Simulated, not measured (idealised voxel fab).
process module | voxel self aligned vias
cross-section cut | 190 nm wide | cells 5 nm
A cross-section is a grid of square cells, given in bands from the top down. A band is one or more rows of cells.
Each band's line starts with the height of the band's top and of its bottom, in nm. Then come its materials from left to right, each with its width in nm. One material with "throughout" fills the band from edge to edge. "air" is empty space.
Height 0 is the level under which the wafer as received is all one material. The lowest band goes on downwards, as in "0 down".
A width such as "30 to 40" changes by the same amount from each row of cells to the next, from the band's top row to its bottom row.
"no change" after a step means that no cell of the cross-section changed.
closed voids: empty space of 8 cells or more with no open way to the top, each as width x height at its distance from the left edge, in nm
after a step's settings: what the simulator itself notes on the step
overlay nm, on a step with a mask: how far to the right of its planned place the mask lay; to the left if negative
plan
1 op RECEIVE | material Si
2 op CONFORMAL_DEP | material SiO2 | thk nm 15
3 op CONFORMAL_DEP | material SiCN | thk nm 5
4 op DIRECTIONAL_DEP | material SiO2 | thk nm 30
5 op DIRECTIONAL_DEP | material aC | thk nm 10
6 op PATTERN | tone open | mask id LINES | material resist | width nm 25 | pitch nm 75 | thk nm 30 | overlay nm 0
7 op DIRECTIONAL_ETCH | etch materials aC | depth nm 10
8 op STRIP | etch materials resist
9 op DIRECTIONAL_ETCH | etch materials SiO2 | depth nm 30
10 op STRIP | etch materials aC
11 op CONFORMAL_DEP | material TiN | thk nm 5
12 op FILL_DEP | material W | thk nm 10
13 op CMP | height nm 50
14 op SELECTIVE_ETCH | etch materials W Ru TiN | depth nm 5
15 op FILL_DEP | material SiN | thk nm 5
16 op CMP | height nm 50
17 op DIRECTIONAL_DEP | material SiO2 | thk nm 20
18 op MASKED_ETCH | tone open | mask id VIAS | width nm 45 | pitch nm 75 | etch materials SiO2 | depth nm 20 | overlay nm 0
19 op MASKED_ETCH | tone open | mask id VIAS | width nm 45 | pitch nm 75 | etch materials SiN | depth nm 5 | overlay nm 0
20 op CONFORMAL_DEP | material TiN | thk nm 5
21 op FILL_DEP | material W | thk nm 5
22 op CMP | height nm 70
23 op CONFORMAL_DEP | material SiCN | thk nm 5
as received, after step 1
  0 down: Si throughout
  closed voids: none
a wafer at the end: this start, this plan, one mistake
  75 to 70: SiCN throughout
  70 to 50: SiO2 35 | TiN 5 | W 35 | TiN 5 | SiO2 30 | TiN 5 | W 35 | TiN 5 | SiO2 35
  50 to 45: SiO2 35 | TiN 45 | SiO2 30 | TiN 45 | SiO2 35
  45 to 30: SiO2 35 | TiN 15 | W 15 | TiN 15 | SiO2 30 | TiN 15 | W 15 | TiN 15 | SiO2 35
  30 to 25: SiO2 45 | TiN 5 | W 15 | TiN 5 | SiO2 50 | TiN 5 | W 15 | TiN 5 | SiO2 45
  25 to 20: SiO2 45 | TiN 25 | SiO2 50 | TiN 25 | SiO2 45
  20 to 15: SiCN throughout
  15 to 0: SiO2 throughout
  0 down: Si throughout
  closed voids: none
what went wrong: step 18 was run twice
